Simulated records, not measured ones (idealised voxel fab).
process module | voxel plated lines
cross-section cut | 220 nm wide | cells 5 nm
A cross-section is a grid of square cells, given in bands from the top down. A band is one or more rows of cells.
Each band's line starts with the height of the band's top and of its bottom, in nm. Then come its materials from left to right, each with its width in nm. One material with "throughout" fills the band from edge to edge. "air" is empty space.
Height 0 is the level under which the wafer as received is all one material. The lowest band goes on downwards, as in "0 down".
A width such as "30 to 40" changes by the same amount from each row of cells to the next, from the band's top row to its bottom row.
"no change" after a step means that no cell of the cross-section changed.
closed voids: empty space of 8 cells or more with no open way to the top, each as width x height at its distance from the left edge, in nm
after a step's settings: what the simulator itself notes on the step
overlay nm, on a step with a mask: how far to the right of its planned place the mask lay; to the left if negative
plan
1 op RECEIVE | material Si
2 op CONFORMAL_DEP | material SiN | thk nm 15
3 op DIRECTIONAL_DEP | material TiN | thk nm 5
4 op PATTERN | tone open | mask id LINES | material resist | width nm 15 | pitch nm 35 | thk nm 25 | overlay nm 0
5 op EPI | material Ru | thk nm 10
6 op EPI | material Ru | thk nm 10
7 op STRIP | etch materials resist
8 op DIRECTIONAL_ETCH | etch materials TiN | depth nm 5
9 op CONFORMAL_DEP | material SiCN | thk nm 10
as received, after step 1
  0 down: Si throughout
  closed voids: none
first wafer at the end, as planned
  50 to 40: air 75 | SiCN 70 | air 75
  40 to 25: air 75 | SiCN 10 | Ru 15 | SiCN 20 | Ru 15 | SiCN 10 | air 75
  25 to 20: SiCN 85 | Ru 15 | SiCN 20 | Ru 15 | SiCN 85
  20 to 15: SiCN 85 | TiN 15 | SiCN 20 | TiN 15 | SiCN 85
  15 to 0: SiN throughout
  0 down: Si throughout
  closed voids: none
second wafer at the end: like start, like plan, one mistake
  60 to 50: air 70 | SiCN 80 | air 70
  50 to 40: air 70 | SiCN 10 to 15 | Ru 25 to 15 | SiCN 10 to 20 | Ru 25 to 15 | SiCN 10 to 15 | air 70
  40 to 30: air 70 to 75 | SiCN 15 to 10 | Ru 15 | SiCN 5 | air 10 | SiCN 5 | Ru 15 | SiCN 15 to 10 | air 70 to 75
  30 to 25: air 70 | SiCN 15 | Ru 15 | SiCN 5 | air 10 | SiCN 5 | Ru 15 | SiCN 15 | air 70
  25 to 20: SiCN 85 | Ru 15 | SiCN 20 | Ru 15 | SiCN 85
  20 to 15: SiCN 80 | TiN 25 | SiCN 10 | TiN 25 | SiCN 80
  15 to 0: SiN throughout
  0 down: Si throughout
  closed voids: none
what went wrong: one of the steps 5 and 6, which are alike, was run twice
at the end the second wafer has, in cells: 16 more of Ru | 14 more of SiCN | 4 more of TiN
